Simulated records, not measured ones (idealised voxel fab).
A process module follows: voxel lift off.
The width of the displayed cross-section, cut, is 210 nm; its cells are square, with a size of 5 nm.
For the purposes of this document, a cross-section shall be understood as a grid of square cells, specified as bands listed in top-to-bottom order, each band consisting of one or more rows of cells.
What a band's entry tells you: where the top is and where the bottom is, as heights in nm, and after that what lies inside, material by material from left to right, each with its width in nm. Empty space is written as the word "empty", and a single material marked with the word "full width" occupies the band from edge to edge.
Heights are expressed relative to 0, this being the level below which the as-received wafer comprises one material exclusively. The lowest band is unbounded in the downward direction and is denoted as in "0 -> down".
With a width like "30..40", each row of cells in the band differs from the next by the same amount, the top row carrying the first number and the bottom row the second.
What does "no modification" mean for a step? It means no cell of the cross-section changed in that step.
In "Sealed-off cavities" the enclosed voids are listed, meaning empty spaces of 8 cells or larger without any opening to the top. The form is width x height at distance, distance from the left edge, units nm.
That trailing text on a step's line, after the settings, is the simulator's own remark on the step.
You can add "overlay nm" to a step's line. For a step with a mask, it describes how far the mask lay to the right of its planned position, and a negative number describes a lay to the left.
If you're wondering how to read the rest of this, here's the deal. It's pairs of cross-sections: one from before a process step, one from after it. The after one is only drawn as far down as the lowest band that changed. Right under each pair you'll see which step sits between them and what its settings were. Don't read the pairs as one continuous story, though. They can come from different runs of this module on the same starting wafer, and a pair only carries on from the one above it where its entry headed "Prior state" says so.
# Prior state
  0 -> down: Si full width
  Sealed-off cavities: none
# Cross-Section After Step
  15 -> 0: Al2O3 full width
  Heights below 0 show no change.
  Sealed-off cavities: none
Which step turns the before cross-section above into the after cross-section? CONFORMAL_DEP: material Al2O3, thk nm 15
Prior state: cross-section not repeated; it is the one shown after the step in the pair just above.
# Cross-Section After Step
  45 -> 15: 40 nm resist | 30 nm empty | 20 nm resist | 30 nm empty | 20 nm resist | 30 nm empty | 40 nm resist
  Heights below 15 show no change.
  Sealed-off cavities: none
Which step turns the before cross-section above into the after cross-section? PATTERN: tone open, mask id LINES, material resist, width nm 30, pitch nm 50, thk nm 30, overlay nm 0
Prior state: cross-section not repeated; it is the one shown after the step in the pair just above.
# Cross-Section After Step
  60 -> 45: 40 nm Ru | 30 nm empty | 20 nm Ru | 30 nm empty | 20 nm Ru | 30 nm empty | 40 nm Ru
  45 -> 30: 40 nm resist | 30 nm empty | 20 nm resist | 30 nm empty | 20 nm resist | 30 nm empty | 40 nm resist
  30 -> 15: 40 nm resist | 30 nm Ru | 20 nm resist | 30 nm Ru | 20 nm resist | 30 nm Ru | 40 nm resist
  Heights below 15 show no change.
  Sealed-off cavities: none
Which step turns the before cross-section above into the after cross-section? DIRECTIONAL_DEP: material Ru, thk nm 15
Prior state: cross-section not repeated; it is the one shown after the step in the pair just above.
# Cross-Section After Step
  30 -> 15: 40 nm empty | 30 nm Ru | 20 nm empty | 30 nm Ru | 20 nm empty | 30 nm Ru | 40 nm empty
  Heights below 15 show no change.
  Sealed-off cavities: none
Which step turns the before cross-section above into the after cross-section? STRIP: etch materials resist
Prior state: cross-section not repeated; it is the one shown after the step in the pair just above.
# Cross-Section After Step
  40 -> 30: 30 nm empty | 150 nm SiO2 | 30 nm empty
  30 -> 25: 30 nm empty | 10 nm SiO2 | 30 nm Ru | 20 nm SiO2 | 30 nm Ru | 20 nm SiO2 | 30 nm Ru | 10 nm SiO2 | 30 nm empty
  25 -> 15: 40 nm SiO2 | 30 nm Ru | 20 nm SiO2 | 30 nm Ru | 20 nm SiO2 | 30 nm Ru | 40 nm SiO2
  Heights below 15 show no change.
  Sealed-off cavities: none
Which step turns the before cross-section above into the after cross-section? CONFORMAL_DEP: material SiO2, thk nm 10
# Prior state
  0 -> down: Si full width
  Sealed-off cavities: none
# Cross-Section After Step
  30 -> 0: 40 nm resist | 30 nm empty | 20 nm resist | 30 nm empty | 20 nm resist | 30 nm empty | 40 nm resist
  Heights below 0 show no change.
  Sealed-off cavities: none
Which step turns the before cross-section above into the after cross-section? PATTERN: tone open, mask id LINES, material resist, width nm 30, pitch nm 50, thk nm 30, overlay nm 0
Prior state: cross-section not repeated; it is the one shown after the step in the pair just above.
# Cross-Section After Step
  45 -> 30: 40 nm Ru | 30 nm empty | 20 nm Ru | 30 nm empty | 20 nm Ru | 30 nm empty | 40 nm Ru
  30 -> 15: 40 nm resist | 30 nm empty | 20 nm resist | 30 nm empty | 20 nm resist | 30 nm empty | 40 nm resist
  15 -> 0: 40 nm resist | 30 nm Ru | 20 nm resist | 30 nm Ru | 20 nm resist | 30 nm Ru | 40 nm resist
  Heights below 0 show no change.
  Sealed-off cavities: none
Which step turns the before cross-section above into the after cross-section? DIRECTIONAL_DEP: material Ru, thk nm 15
Prior state: cross-section not repeated; it is the one shown after the step in the pair just above.
# Cross-Section After Step
  15 -> 0: 40 nm empty | 30 nm Ru | 20 nm empty | 30 nm Ru | 20 nm empty | 30 nm Ru | 40 nm empty
  Heights below 0 show no change.
  Sealed-off cavities: none
Which step turns the before cross-section above into the after cross-section? STRIP: etch materials resist
Prior state: cross-section not repeated; it is the one shown after the step in the pair just above.
# Cross-Section After Step
  25 -> 15: 30 nm empty | 150 nm SiO2 | 30 nm empty
  15 -> 10: 30 nm empty | 10 nm SiO2 | 30 nm Ru | 20 nm SiO2 | 30 nm Ru | 20 nm SiO2 | 30 nm Ru | 10 nm SiO2 | 30 nm empty
  10 -> 0: 40 nm SiO2 | 30 nm Ru | 20 nm SiO2 | 30 nm Ru | 20 nm SiO2 | 30 nm Ru | 40 nm SiO2
  Heights below 0 show no change.
  Sealed-off cavities: none
Which step turns the before cross-section above into the after cross-section? CONFORMAL_DEP: material SiO2, thk nm 10
# Prior state
  15 -> 0: Al2O3 full width
  0 -> down: Si full width
  Sealed-off cavities: none
# Cross-Section After Step
  30 -> 0: Al2O3 full width
  Heights below 0 show no change.
  Sealed-off cavities: none
Which step turns the before cross-section above into the after cross-section? CONFORMAL_DEP: material Al2O3, thk nm 15
Prior state: cross-section not repeated; it is the one shown after the step in the pair just above.
# Cross-Section After Step
  60 -> 30: 40 nm resist | 30 nm empty | 20 nm resist | 30 nm empty | 20 nm resist | 30 nm empty | 40 nm resist
  Heights below 30 show no change.
  Sealed-off cavities: none
Which step turns the before cross-section above into the after cross-section? PATTERN: tone open, mask id LINES, material resist, width nm 30, pitch nm 50, thk nm 30, overlay nm 0
Prior state: cross-section not repeated; it is the one shown after the step in the pair just above.
# Cross-Section After Step
  75 -> 60: 40 nm Ru | 30 nm empty | 20 nm Ru | 30 nm empty | 20 nm Ru | 30 nm empty | 40 nm Ru
  60 -> 45: 40 nm resist | 30 nm empty | 20 nm resist | 30 nm empty | 20 nm resist | 30 nm empty | 40 nm resist
  45 -> 30: 40 nm resist | 30 nm Ru | 20 nm resist | 30 nm Ru | 20 nm resist | 30 nm Ru | 40 nm resist
  Heights below 30 show no change.
  Sealed-off cavities: none
Which step turns the before cross-section above into the after cross-section? DIRECTIONAL_DEP: material Ru, thk nm 15
Prior state: cross-section not repeated; it is the one shown after the step in the pair just above.
# Cross-Section After Step
  45 -> 30: 40 nm empty | 30 nm Ru | 20 nm empty | 30 nm Ru | 20 nm empty | 30 nm Ru | 40 nm empty
  Heights below 30 show no change.
  Sealed-off cavities: none
Which step turns the before cross-section above into the after cross-section? STRIP: etch materials resist
Prior state: cross-section not repeated; it is the one shown after the step in the pair just above.
# Cross-Section After Step
  55 -> 45: 30 nm empty | 150 nm SiO2 | 30 nm empty
  45 -> 40: 30 nm empty | 10 nm SiO2 | 30 nm Ru | 20 nm SiO2 | 30 nm Ru | 20 nm SiO2 | 30 nm Ru | 10 nm SiO2 | 30 nm empty
  40 -> 30: 40 nm SiO2 | 30 nm Ru | 20 nm SiO2 | 30 nm Ru | 20 nm SiO2 | 30 nm Ru | 40 nm SiO2
  Heights below 30 show no change.
  Sealed-off cavities: none
Which step turns the before cross-section above into the after cross-section? CONFORMAL_DEP: material SiO2, thk nm 10
# Prior state
  0 -> down: Si full width
  Sealed-off cavities: none
# Cross-Section After Step
  5 -> 0: Al2O3 full width
  Heights below 0 show no change.
  Sealed-off cavities: none
Which step turns the before cross-section above into the after cross-section? CONFORMAL_DEP: material Al2O3, thk nm 5
Prior state: cross-section not repeated; it is the one shown after the step in the pair just above.
# Cross-Section After Step
  35 -> 5: 40 nm resist | 30 nm empty | 20 nm resist | 30 nm empty | 20 nm resist | 30 nm empty | 40 nm resist
  Heights below 5 show no change.
  Sealed-off cavities: none
Which step turns the before cross-section above into the after cross-section? PATTERN: tone open, mask id LINES, material resist, width nm 30, pitch nm 50, thk nm 30, overlay nm 0
Prior state: cross-section not repeated; it is the one shown after the step in the pair just above.
# Cross-Section After Step
  50 -> 35: 40 nm Ru | 30 nm empty | 20 nm Ru | 30 nm empty | 20 nm Ru | 30 nm empty | 40 nm Ru
  35 -> 20: 40 nm resist | 30 nm empty | 20 nm resist | 30 nm empty | 20 nm resist | 30 nm empty | 40 nm resist
  20 -> 5: 40 nm resist | 30 nm Ru | 20 nm resist | 30 nm Ru | 20 nm resist | 30 nm Ru | 40 nm resist
  Heights below 5 show no change.
  Sealed-off cavities: none
Which step turns the before cross-section above into the after cross-section? DIRECTIONAL_DEP: material Ru, thk nm 15
Prior state: cross-section not repeated; it is the one shown after the step in the pair just above.
# Cross-Section After Step
  20 -> 5: 40 nm empty | 30 nm Ru | 20 nm empty | 30 nm Ru | 20 nm empty | 30 nm Ru | 40 nm empty
  Heights below 5 show no change.
  Sealed-off cavities: none
Which step turns the before cross-section above into the after cross-section? STRIP: etch materials resist
Prior state: cross-section not repeated; it is the one shown after the step in the pair just above.
# Cross-Section After Step
  30 -> 20: 30 nm empty | 150 nm SiO2 | 30 nm empty
  20 -> 15: 30 nm empty | 10 nm SiO2 | 30 nm Ru | 20 nm SiO2 | 30 nm Ru | 20 nm SiO2 | 30 nm Ru | 10 nm SiO2 | 30 nm empty
  15 -> 5: 40 nm SiO2 | 30 nm Ru | 20 nm SiO2 | 30 nm Ru | 20 nm SiO2 | 30 nm Ru | 40 nm SiO2
  Heights below 5 show no change.
  Sealed-off cavities: none
Which step turns the before cross-section above into the after cross-section? CONFORMAL_DEP: material SiO2, thk nm 10
# Prior state
  15 -> 0: Al2O3 full width
  0 -> down: Si full width
  Sealed-off cavities: none
# Cross-Section After Step
  45 -> 15: 40 nm resist | 35 nm empty | 15 nm resist | 35 nm empty | 15 nm resist | 35 nm empty | 35 nm resist
  Heights below 15 show no change.
  Sealed-off cavities: none
Which step turns the before cross-section above into the after cross-section? PATTERN: tone open, mask id LINES, material resist, width nm 35, pitch nm 50, thk nm 30, overlay nm 0
Prior state: cross-section not repeated; it is the one shown after the step in the pair just above.
# Cross-Section After Step
  60 -> 45: 40 nm Ru | 35 nm empty | 15 nm Ru | 35 nm empty | 15 nm Ru | 35 nm empty | 35 nm Ru
  45 -> 30: 40 nm resist | 35 nm empty | 15 nm resist | 35 nm empty | 15 nm resist | 35 nm empty | 35 nm resist
  30 -> 15: 40 nm resist | 35 nm Ru | 15 nm resist | 35 nm Ru | 15 nm resist | 35 nm Ru | 35 nm resist
  Heights below 15 show no change.
  Sealed-off cavities: none
Which step turns the before cross-section above into the after cross-section? DIRECTIONAL_DEP: material Ru, thk nm 15
Prior state: cross-section not repeated; it is the one shown after the step in the pair just above.
# Cross-Section After Step
  30 -> 15: 40 nm empty | 35 nm Ru | 15 nm empty | 35 nm Ru | 15 nm empty | 35 nm Ru | 35 nm empty
  Heights below 15 show no change.
  Sealed-off cavities: none
Which step turns the before cross-section above into the after cross-section? STRIP: etch materials resist
Prior state: cross-section not repeated; it is the one shown after the step in the pair just above.
# Cross-Section After Step
  40 -> 30: 30 nm empty | 155 nm SiO2 | 25 nm empty
  30 -> 25: 30 nm empty | 10 nm SiO2 | 35 nm Ru | 15 nm SiO2 | 35 nm Ru | 15 nm SiO2 | 35 nm Ru | 10 nm SiO2 | 25 nm empty
  25 -> 15: 40 nm SiO2 | 35 nm Ru | 15 nm SiO2 | 35 nm Ru | 15 nm SiO2 | 35 nm Ru | 35 nm SiO2
  Heights below 15 show no change.
  Sealed-off cavities: none
Which step turns the before cross-section above into the after cross-section? CONFORMAL_DEP: material SiO2, thk nm 10
# Prior state
  15 -> 0: Al2O3 full width
  0 -> down: Si full width
  Sealed-off cavities: none
# Cross-Section After Step
  45 -> 15: 35 nm resist | 30 nm empty | 20 nm resist | 30 nm empty | 20 nm resist | 30 nm empty | 45 nm resist
  Heights below 15 show no change.
  Sealed-off cavities: none
Which step turns the before cross-section above into the after cross-section? PATTERN: tone open, mask id LINES, material resist, width nm 30, pitch nm 50, thk nm 30, overlay nm -5
Prior state: cross-section not repeated; it is the one shown after the step in the pair just above.
# Cross-Section After Step
  60 -> 45: 35 nm Ru | 30 nm empty | 20 nm Ru | 30 nm empty | 20 nm Ru | 30 nm empty | 45 nm Ru
  45 -> 30: 35 nm resist | 30 nm empty | 20 nm resist | 30 nm empty | 20 nm resist | 30 nm empty | 45 nm resist
  30 -> 15: 35 nm resist | 30 nm Ru | 20 nm resist | 30 nm Ru | 20 nm resist | 30 nm Ru | 45 nm resist
  Heights below 15 show no change.
  Sealed-off cavities: none
Which step turns the before cross-section above into the after cross-section? DIRECTIONAL_DEP: material Ru, thk nm 15
Prior state: cross-section not repeated; it is the one shown after the step in the pair just above.
# Cross-Section After Step
  30 -> 15: 35 nm empty | 30 nm Ru | 20 nm empty | 30 nm Ru | 20 nm empty | 30 nm Ru | 45 nm empty
  Heights below 15 show no change.
  Sealed-off cavities: none
Which step turns the before cross-section above into the after cross-section? STRIP: etch materials resist
Prior state: cross-section not repeated; it is the one shown after the step in the pair just above.
# Cross-Section After Step
  40 -> 30: 25 nm empty | 150 nm SiO2 | 35 nm empty
  30 -> 25: 25 nm empty | 10 nm SiO2 | 30 nm Ru | 20 nm SiO2 | 30 nm Ru | 20 nm SiO2 | 30 nm Ru | 10 nm SiO2 | 35 nm empty
  25 -> 15: 35 nm SiO2 | 30 nm Ru | 20 nm SiO2 | 30 nm Ru | 20 nm SiO2 | 30 nm Ru | 45 nm SiO2
  Heights below 15 show no change.
  Sealed-off cavities: none
Which step turns the before cross-section above into the after cross-section? CONFORMAL_DEP: material SiO2, thk nm 10
# Prior state
  45 -> 15: 40 nm resist | 30 nm empty | 20 nm resist | 30 nm empty | 20 nm resist | 30 nm empty | 40 nm resist
  15 -> 0: Al2O3 full width
  0 -> down: Si full width
  Sealed-off cavities: none
# Cross-Section After Step
  60 -> 45: 40 nm SiO2 | 30 nm empty | 20 nm SiO2 | 30 nm empty | 20 nm SiO2 | 30 nm empty | 40 nm SiO2
  45 -> 30: 40 nm resist | 30 nm empty | 20 nm resist | 30 nm empty | 20 nm resist | 30 nm empty | 40 nm resist
  30 -> 15: 40 nm resist | 30 nm SiO2 | 20 nm resist | 30 nm SiO2 | 20 nm resist | 30 nm SiO2 | 40 nm resist
  Heights below 15 show no change.
  Sealed-off cavities: none
Which step turns the before cross-section above into the after cross-section? DIRECTIONAL_DEP: material SiO2, thk nm 15
Prior state: cross-section not repeated; it is the one shown after the step in the pair just above.
# Cross-Section After Step
  30 -> 15: 40 nm empty | 30 nm SiO2 | 20 nm empty | 30 nm SiO2 | 20 nm empty | 30 nm SiO2 | 40 nm empty
  Heights below 15 show no change.
  Sealed-off cavities: none
Which step turns the before cross-section above into the after cross-section? STRIP: etch materials resist
Prior state: cross-section not repeated; it is the one shown after the step in the pair just above.
# Cross-Section After Step
  40 -> 25: 30 nm empty | 150 nm SiO2 | 30 nm empty
  25 -> 15: SiO2 full width
  Heights below 15 show no change.
  Sealed-off cavities: none
Which step turns the before cross-section above into the after cross-section? CONFORMAL_DEP: material SiO2, thk nm 10
# Prior state
  15 -> 0: Al2O3 full width
  0 -> down: Si full width
  Sealed-off cavities: none
# Cross-Section After Step
  45 -> 15: 40 nm empty | 30 nm resist | 20 nm empty | 30 nm resist | 20 nm empty | 30 nm resist | 40 nm empty
  Heights below 15 show no change.
  Sealed-off cavities: none
Which step turns the before cross-section above into the after cross-section? PATTERN: tone cover, mask id LINES, material resist, width nm 30, pitch nm 50, thk nm 30, overlay nm 0
Prior state: cross-section not repeated; it is the one shown after the step in the pair just above.
# Cross-Section After Step
  60 -> 45: 40 nm empty | 30 nm Ru | 20 nm empty | 30 nm Ru | 20 nm empty | 30 nm Ru | 40 nm empty
  45 -> 30: 40 nm empty | 30 nm resist | 20 nm empty | 30 nm resist | 20 nm empty | 30 nm resist | 40 nm empty
  30 -> 15: 40 nm Ru | 30 nm resist | 20 nm Ru | 30 nm resist | 20 nm Ru | 30 nm resist | 40 nm Ru
  Heights below 15 show no change.
  Sealed-off cavities: none
Which step turns the before cross-section above into the after cross-section? DIRECTIONAL_DEP: material Ru, thk nm 15
Prior state: cross-section not repeated; it is the one shown after the step in the pair just above.
# Cross-Section After Step
  30 -> 15: 40 nm Ru | 30 nm empty | 20 nm Ru | 30 nm empty | 20 nm Ru | 30 nm empty | 40 nm Ru
  Heights below 15 show no change.
  Sealed-off cavities: none
Which step turns the before cross-section above into the after cross-section? STRIP: etch materials resist
Prior state: cross-section not repeated; it is the one shown after the step in the pair just above.
# Cross-Section After Step
  40 -> 30: 50 nm SiO2 | 10 nm empty | 40 nm SiO2 | 10 nm empty | 40 nm SiO2 | 10 nm empty | 50 nm SiO2
  30 -> 25: 40 nm Ru | 10 nm SiO2 | 10 nm empty | 10 nm SiO2 | 20 nm Ru | 10 nm SiO2 | 10 nm empty | 10 nm SiO2 | 20 nm Ru | 10 nm SiO2 | 10 nm empty | 10 nm SiO2 | 40 nm Ru
  25 -> 15: 40 nm Ru | 30 nm SiO2 | 20 nm Ru | 30 nm SiO2 | 20 nm Ru | 30 nm SiO2 | 40 nm Ru
  Heights below 15 show no change.
  Sealed-off cavities: none
Which step turns the before cross-section above into the after cross-section? CONFORMAL_DEP: material SiO2, thk nm 10
